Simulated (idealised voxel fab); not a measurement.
You're looking at the process module voxel tone inversion.
Shown is cross-section cut, with a width of 140 nm and square cells of size 5 nm.
Just so we're on the same page, the cross-sections are grids of square cells, and they're listed out in bands top to bottom, each band one or more rows deep. The band entry comprises the height of the band's top followed by the height of its bottom, expressed in nm, and subsequently the band's materials from left to right, each stated together with its width in nm. Where a single material is marked with the word "everywhere", that material fills the band from edge to edge. The word "empty" represents empty space. Heights from 0 (as-received wafer is one material below). Bottom band endless downward, as "0 and below". The notation "30 to 40" denotes a width that varies across the rows of cells in the band, beginning at the first number in the top row, finishing at the second number in the bottom row, and changing by an identical amount from each row to the next. "no modification" (step): cross-section cells unchanged, all of them. Closed empty spaces (no open way to the top) of 8 cells or more are what "Sealed-off cavities" lists, each as width x height at distance from the left edge, nm for all three. What comes after the settings on a step's line is commentary from the simulator itself on that step. Each step line may optionally specify "overlay nm", which for a step with a mask gives the rightward distance between the mask's planned place and where it lay, a negative value indicating the leftward direction.
PROCESS STEPS FORESEEN IN THE PLAN
- 1: RECEIVE (material Si)
- 2: CONFORMAL_DEP (material SiCN; thk nm 5)
- 3: DIRECTIONAL_DEP (material aC; thk nm 20)
- 4: PATTERN (tone cover; mask id POSTS; material resist; width nm 25; pitch nm 40; thk nm 25; overlay nm 0)
- 5: DIRECTIONAL_ETCH (etch materials aC; depth nm 20)
- 6: STRIP (etch materials resist)
- 7: FILL_DEP (material lowk; thk nm 10)
- 8: CMP (height nm 25)
- 9: STRIP (etch materials aC)
FIRST WAFER OF TWO (RUN AS PLANNED)
HERE'S WHAT THE WAFER LOOKED LIKE IN CROSS-SECTION WHEN IT ARRIVED - THAT'S AFTER STEP 1
* 0 and below = Si everywhere
* Sealed-off cavities: none
AFTER STEP 2
* 5 down to 0 = SiCN everywhere
* All layers under 0 are left as they were.
AFTER STEP 3
* 25 down to 5 = aC everywhere
* All layers under 5 are left as they were.
AFTER STEP 4
* 50 down to 25 = 15 empty, 25 resist, 15 empty, 25 resist, 15 empty, 25 resist, 20 empty
* All layers under 25 are left as they were.
AFTER STEP 5
* 30 down to 25 = 15 empty, 25 resist, 15 empty, 25 resist, 15 empty, 25 resist, 20 empty
* 25 down to 5 = 15 empty, 25 aC, 15 empty, 25 aC, 15 empty, 25 aC, 20 empty
* All layers under 5 are left as they were.
AFTER STEP 6
* 25 down to 5 = 15 empty, 25 aC, 15 empty, 25 aC, 15 empty, 25 aC, 20 empty
* All layers under 5 are left as they were.
AFTER STEP 7
* 35 down to 25 = lowk everywhere
* 25 down to 5 = 15 lowk, 25 aC, 15 lowk, 25 aC, 15 lowk, 25 aC, 20 lowk
* All layers under 5 are left as they were.
AFTER STEP 8
* 25 down to 5 = 15 lowk, 25 aC, 15 lowk, 25 aC, 15 lowk, 25 aC, 20 lowk
* All layers under 5 are left as they were.
AFTER STEP 9
* 25 down to 5 = 15 lowk, 25 empty, 15 lowk, 25 empty, 15 lowk, 25 empty, 20 lowk
* All layers under 5 are left as they were.
NOTES, SECOND WAFER: START = FIRST WAFER'S, PLAN = FIRST WAFER'S, EXECUTION HAD ONE MISTAKE; HISTORY IDENTICAL TO FIRST THROUGH STEP 3
SECOND WAFER, SECTION VIEW, TIME POINT: SCHEDULED END OF STEP 4
* 50 down to 25 = 20 empty, 20 resist, 20 empty, 20 resist, 20 empty, 20 resist, 20 empty
* All layers under 25 are left as they were.
SECOND WAFER, SECTION VIEW, TIME POINT: SCHEDULED END OF STEP 5
* 30 down to 25 = 20 empty, 20 resist, 20 empty, 20 resist, 20 empty, 20 resist, 20 empty
* 25 down to 5 = 20 empty, 20 aC, 20 empty, 20 aC, 20 empty, 20 aC, 20 empty
* All layers under 5 are left as they were.
SECOND WAFER, SECTION VIEW, TIME POINT: SCHEDULED END OF STEP 6
* 25 down to 5 = 20 empty, 20 aC, 20 empty, 20 aC, 20 empty, 20 aC, 20 empty
* All layers under 5 are left as they were.
SECOND WAFER, SECTION VIEW, TIME POINT: SCHEDULED END OF STEP 7
* 35 down to 25 = lowk everywhere
* 25 down to 5 = 20 lowk, 20 aC, 20 lowk, 20 aC, 20 lowk, 20 aC, 20 lowk
* All layers under 5 are left as they were.
SECOND WAFER, SECTION VIEW, TIME POINT: SCHEDULED END OF STEP 8
* 25 down to 5 = 20 lowk, 20 aC, 20 lowk, 20 aC, 20 lowk, 20 aC, 20 lowk
* All layers under 5 are left as they were.
SECOND WAFER, SECTION VIEW, TIME POINT: SCHEDULED END OF STEP 9
* 25 down to 5 = 20 lowk, 20 empty, 20 lowk, 20 empty, 20 lowk, 20 empty, 20 lowk
* All layers under 5 are left as they were.
What broke from the plan during processing? step 4 was not run as planned; what actually ran was PATTERN (tone cover; mask id POSTS; material resist; width nm 20; pitch nm 40; thk nm 25; overlay nm 0)
Once processing is complete, comparing cell counts shows that the second wafer has more or fewer of certain materials than the first: lowk: 12 more
